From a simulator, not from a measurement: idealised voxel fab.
Herein follows the process module entitled voxel transistor to metal.
Each square cell in cross-section cut measures 5 nm, and the section as a whole is 205 nm wide.
How to read a cross-section here: the picture is a grid of square cells, written as bands going from the top down, and any band can span one or more rows of cells.
First you get the band's top height and its bottom height, in nm, and then the materials it's made of, left to right, with each width in nm. If you see a single material with "throughout", that one covers the band edge to edge. "air" is empty space.
Heights from 0 (as-received wafer is one material below). Bottom band endless downward, as "top 0, no bottom".
A width such as "30 to 40" changes by the same amount from each row of cells to the next, from the band's top row to its bottom row.
Basically "identical to before" means that step didn't change any cell in the cross-section.
Heads up: "Trapped void list" only lists the empty pockets with no open path to the top that are 8 cells or more, and it writes them as width x height at distance, distance from the left edge, in nm.
The remark found on a step's line after its settings is issued by the simulator itself and pertains to that step.
If you see "overlay nm" on a step's line and that step has a mask, it's telling you how far right of where it was planned the mask ended up; a negative number means it went left instead.
The steps planned for the process are as follows
| 1 | RECEIVE: material Si |
| 2 | OXIDIZE: depth nm 5 |
| 3 | CONFORMAL_DEP: material SiN, thk nm 15 |
| 4 | MASKED_ETCH: tone cover, mask id ACTIVE, width nm 110, etch materials SiN, depth nm 15, overlay nm 0 |
| 5 | MASKED_ETCH: tone cover, mask id ACTIVE, width nm 110, etch materials SiO2, depth nm 5, overlay nm 0 |
| 6 | MASKED_ETCH: tone cover, mask id ACTIVE, width nm 110, etch materials Si, depth nm 25, overlay nm 0 |
| 7 | FILL_DEP: material SiO2, thk nm 10 |
| 8 | CMP: height nm 15 |
| 9 | SELECTIVE_ETCH: etch materials SiO2, depth nm 5 |
| 10 | STRIP: etch materials SiN |
| 11 | SELECTIVE_ETCH: etch materials SiO2, depth nm 5 |
| 12 | OXIDIZE: depth nm 5 |
| 13 | DIRECTIONAL_DEP: material polySi, thk nm 25 |
| 14 | DIRECTIONAL_DEP: material SiCN, thk nm 10 |
| 15 | PATTERN: tone cover, mask id GATE, material resist, width nm 30, thk nm 20, overlay nm 0 |
| 16 | DIRECTIONAL_ETCH: etch materials SiCN, depth nm 20 |
| 17 | DIRECTIONAL_ETCH: etch materials polySi, depth nm 35 |
| 18 | STRIP: etch materials resist |
| 19 | CONFORMAL_DEP: material SiO2, thk nm 5 |
| 20 | DIRECTIONAL_ETCH: etch materials SiO2, depth nm 5 |
| 21 | CONFORMAL_DEP: material SiN, thk nm 10 |
| 22 | DIRECTIONAL_ETCH: etch materials SiN, depth nm 10 |
| 23 | DIRECTIONAL_ETCH: etch materials SiO2, depth nm 5 |
| 24 | DIRECTIONAL_ETCH: etch materials Si, depth nm 5 |
| 25 | EPI: material nSi, thk nm 5 |
| 26 | FILL_DEP: material SiO2, thk nm 5 |
| 27 | CMP: height nm 20 |
| 28 | STRIP: etch materials polySi |
| 29 | SELECTIVE_ETCH: etch materials SiO2, depth nm 5 |
| 30 | CONFORMAL_DEP: material HfO2, thk nm 5 |
| 31 | CONFORMAL_DEP: material TiN, thk nm 5 |
| 32 | FILL_DEP: material W, thk nm 5 |
| 33 | CMP: height nm 15 |
| 34 | DIRECTIONAL_DEP: material SiO2, thk nm 15 |
| 35 | MASKED_ETCH: tone open, mask id CONTACT, width nm 20, pitch nm 80, etch materials SiO2, depth nm 40, overlay nm 0 |
| 36 | CONFORMAL_DEP: material TiN, thk nm 5 |
| 37 | FILL_DEP: material W, thk nm 5 |
| 38 | CMP: height nm 30 |
| 39 | DIRECTIONAL_DEP: material TiN, thk nm 5 |
| 40 | DIRECTIONAL_DEP: material Ru, thk nm 15 |
| 41 | PATTERN: tone cover, mask id METAL_1, material resist, width nm 20, pitch nm 80, thk nm 15, overlay nm 0 |
| 42 | DIRECTIONAL_ETCH: etch materials Ru, depth nm 15 |
| 43 | DIRECTIONAL_ETCH: etch materials TiN, depth nm 5 |
| 44 | STRIP: etch materials resist |
| 45 | CONFORMAL_DEP: material SiCN, thk nm 5 |
| 46 | FILL_DEP: material SiO2, thk nm 10 |
| 47 | CMP: height nm 50 |
| 48 | CONFORMAL_DEP: material SiN, thk nm 5 |
As-received wafer cross-section (after step 1)
- top 0, no bottom: Si throughout
- Trapped void list: none
Post-module cross-section: identical start and plan to those above, one misstep in execution
- top 55, bottom 50: SiN throughout
- top 50, bottom 35: 50 nm Ru | 5 nm SiCN | 10 nm SiO2 | 5 nm SiCN | 60 nm Ru | 5 nm SiCN | 10 nm SiO2 | 5 nm SiCN | 55 nm Ru
- top 35, bottom 30: 50 nm TiN | 20 nm SiCN | 60 nm TiN | 20 nm SiCN | 55 nm TiN
- top 30, bottom 15: 50 nm SiO2 | 5 nm TiN | 10 nm W | 5 nm TiN | 60 nm SiO2 | 5 nm TiN | 10 nm W | 5 nm TiN | 55 nm SiO2
- top 15, bottom 5: 50 nm SiO2 | 5 to 10 nm TiN | 10 to 5 nm W | 5 nm TiN | 10 nm SiN | 5 nm HfO2 | 5 nm TiN | 20 nm W | 5 nm TiN | 5 nm HfO2 | 10 nm SiN | 5 nm TiN | 10 to 5 nm W | 5 to 10 nm TiN | 55 nm SiO2
- top 5, bottom 0: 45 nm SiO2 | 10 nm SiN | 5 nm TiN | 5 nm W | 5 nm TiN | 10 nm SiN | 5 nm HfO2 | 5 nm TiN | 20 nm W | 5 nm TiN | 5 nm HfO2 | 10 nm SiN | 5 nm TiN | 5 nm W | 5 nm TiN | 10 nm SiN | 50 nm SiO2
- top 0, bottom -5: 45 nm SiO2 | 10 nm SiN | 15 nm TiN | 10 nm SiN | 5 nm HfO2 | 30 nm TiN | 5 nm HfO2 | 10 nm SiN | 15 nm TiN | 10 nm SiN | 50 nm SiO2
- top -5, bottom -10: 55 nm SiO2 | 5 nm nSi | 5 nm TiN | 5 nm nSi | 10 nm SiO2 | 40 nm HfO2 | 10 nm SiO2 | 5 nm nSi | 5 nm TiN | 5 nm nSi | 60 nm SiO2
- top -10, bottom -15: 45 nm SiO2 | 10 nm Si | 15 nm nSi | 60 nm Si | 15 nm nSi | 10 nm Si | 50 nm SiO2
- top -15, bottom -30: 45 nm SiO2 | 110 nm Si | 50 nm SiO2
- top -30, no bottom: Si throughout
- Trapped void list: none
So what did we get wrong on this run? in deviation from the planned setting, step 41 was conducted as PATTERN: tone open, mask id METAL_1, material resist, width nm 20, pitch nm 80, thk nm 15, overlay nm 0
